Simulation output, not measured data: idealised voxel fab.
The following is a process module called voxel ribs on slabs.
Xsec cut, 175 nm wide, square cell size 5 nm.
For the purposes of this document, a cross-section shall be understood as a grid of square cells, specified as bands listed in top-to-bottom order, each band consisting of one or more rows of cells.
Within each band entry, the heights of the top and of the bottom of the band appear first, in that order and in nm; the materials of the band then follow from left to right, each with its corresponding width in nm. The designation "edge to edge" on a single material indicates that it fills the band from edge to edge; the designation "air" indicates empty space.
Counting heights begins at 0, where everything beneath is, in the wafer as received, one material. The lowest band has no bottom; it goes on downwards, as "from 0 down" shows.
Quick explanation for "30 to 40": the width changes in equal steps down the rows of cells, from the first number in the band's top row to the second number in its bottom row.
The designation "nothing changed", where it is given for a processing step, indicates that no cell of the cross-section was altered in the course of that step.
What "Non-vented voids" gives you is every empty space of 8 cells or more that is cut off from the top. Each appears as width x height at distance, with the distance taken from the left edge and width, height and distance all in nm.
On each step's line, the part that comes after the settings is the simulator's own comment on the step.
Steps that use a mask can have "overlay nm" on their line. It says how far the mask sat to the right of where it was meant to be. Negative means to the left.

The planned process steps are enumerated hereunder
| 1 | RECEIVE (material Si) |
| 2 | DIRECTIONAL_DEP (material SiO2; thk nm 20) |
| 3 | DIRECTIONAL_DEP (material polySi; thk nm 15) |
| 4 | PATTERN (tone cover; mask id RIB; material resist; width nm 30; thk nm 20; overlay nm 0) |
| 5 | DIRECTIONAL_ETCH (etch materials polySi; depth nm 5) |
| 6 | STRIP (etch materials resist) |
| 7 | PATTERN (tone cover; mask id SLAB; material resist; width nm 90; thk nm 20; overlay nm 0) |
| 8 | DIRECTIONAL_ETCH (etch materials polySi; depth nm 10) |
| 9 | STRIP (etch materials resist) |
| 10 | FILL_DEP (material SiO2; thk nm 30) |
| 11 | CMP (height nm 55) |
| 12 | DIRECTIONAL_DEP (material TiN; thk nm 10) |
| 13 | PATTERN (tone cover; mask id HEATER; material resist; width nm 40; thk nm 20; overlay nm 0) |
| 14 | DIRECTIONAL_ETCH (etch materials TiN; depth nm 10) |
| 15 | STRIP (etch materials resist) |
| 16 | CONFORMAL_DEP (material SiO2; thk nm 10) |

Cross-section: wafer on arrival = after step 1
- from 0 down | Si edge to edge
- Non-vented voids: none

End-of-module cross-section. Starting structure and process plan as above; one mistake made in running it
- from 75 to 65 | air 55, SiO2 60, air 60
- from 65 to 55 | SiO2 65, TiN 40, SiO2 70
- from 55 to 35 | SiO2 edge to edge
- from 35 to 30 | SiO2 75, polySi 30, SiO2 70
- from 30 to 20 | SiO2 40, polySi 90, SiO2 45
- from 20 to 0 | SiO2 edge to edge
- from 0 down | Si edge to edge
- Non-vented voids: none
Deviation from plan: heads up, step 4 didn't go per plan, it actually ran as PATTERN (tone cover; mask id RIB; material resist; width nm 30; thk nm 20; overlay nm 5)
